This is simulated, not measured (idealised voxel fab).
The name of this process module is voxel spacer lines.
Square cell edge 5 nm, section width 225 nm, ID cut.
Cross-section format: a grid of square cells, given as bands from top to bottom; each band is one or more rows of cells.
Top height, bottom height, nm. Materials left to right, width each, nm. Single material + "everywhere" = fills band edge to edge. "air" = empty.
Beneath 0, the wafer as received is one material, and that level is where height counting begins. The lowest band goes on downward without a bottom; it is written like "z 0 and below".
When a width is written as two numbers, as in "30..40", the first number is the width in the top row of cells of the band and the second is the width in its bottom row, and the width changes by the same amount from each row to the next.
A step reported as "same as before" is a step in which no cell of the cross-section changed.
In "Fully sealed cavities" the enclosed voids are listed, meaning empty spaces of 8 cells or larger without any opening to the top. The form is width x height at distance, distance from the left edge, units nm.
If you see something after the settings on a step's line, that's the simulator's own remark about that step.
If you see "overlay nm" on a step's line and that step has a mask, it's telling you how far right of where it was planned the mask ended up; a negative number means it went left instead.
## Planned process steps
1. RECEIVE (material Si)
2. CONFORMAL_DEP (material SiO2; thk nm 5)
3. DIRECTIONAL_DEP (material polySi; thk nm 20)
4. DIRECTIONAL_DEP (material aC; thk nm 25)
5. PATTERN (tone cover; mask id MANDREL; material resist; width nm 15; pitch nm 60; thk nm 30; overlay nm 0)
6. DIRECTIONAL_ETCH (etch materials aC; depth nm 25)
7. STRIP (etch materials resist)
8. CONFORMAL_DEP (material SiN; thk nm 15)
9. DIRECTIONAL_ETCH (etch materials SiN; depth nm 15)
10. STRIP (etch materials aC)
11. DIRECTIONAL_ETCH (etch materials polySi; depth nm 20)
12. STRIP (etch materials SiN)
## Shown in cross-section is the wafer as received, that is, as it stands after step 1
* z 0 and below: Si everywhere
* Fully sealed cavities: none
## Cross-sectional image of the first of two wafers at the end of the module, the run having proceeded as planned
* z 25 to 5: 60 of air / 15 of polySi / 15 of air / 15 of polySi / 15 of air / 15 of polySi / 15 of air / 15 of polySi / 60 of air
* z 5 to 0: SiO2 everywhere
* z 0 and below: Si everywhere
* Fully sealed cavities: none
## second wafer at the end: like start, like plan, one mistake
* z 25 to 5: 70 of air / 15 of polySi / 15 of air / 15 of polySi / 15 of air / 15 of polySi / 15 of air / 15 of polySi / 50 of air
* z 5 to 0: SiO2 everywhere
* z 0 and below: Si everywhere
* Fully sealed cavities: none
Want to know what went wrong? step 5 was not run as planned; what actually ran was PATTERN (tone cover; mask id MANDREL; material resist; width nm 15; pitch nm 60; thk nm 30; overlay nm 10)
At the end, the second wafer has the same number of cells of each material as the first, but those cells sit in other places.
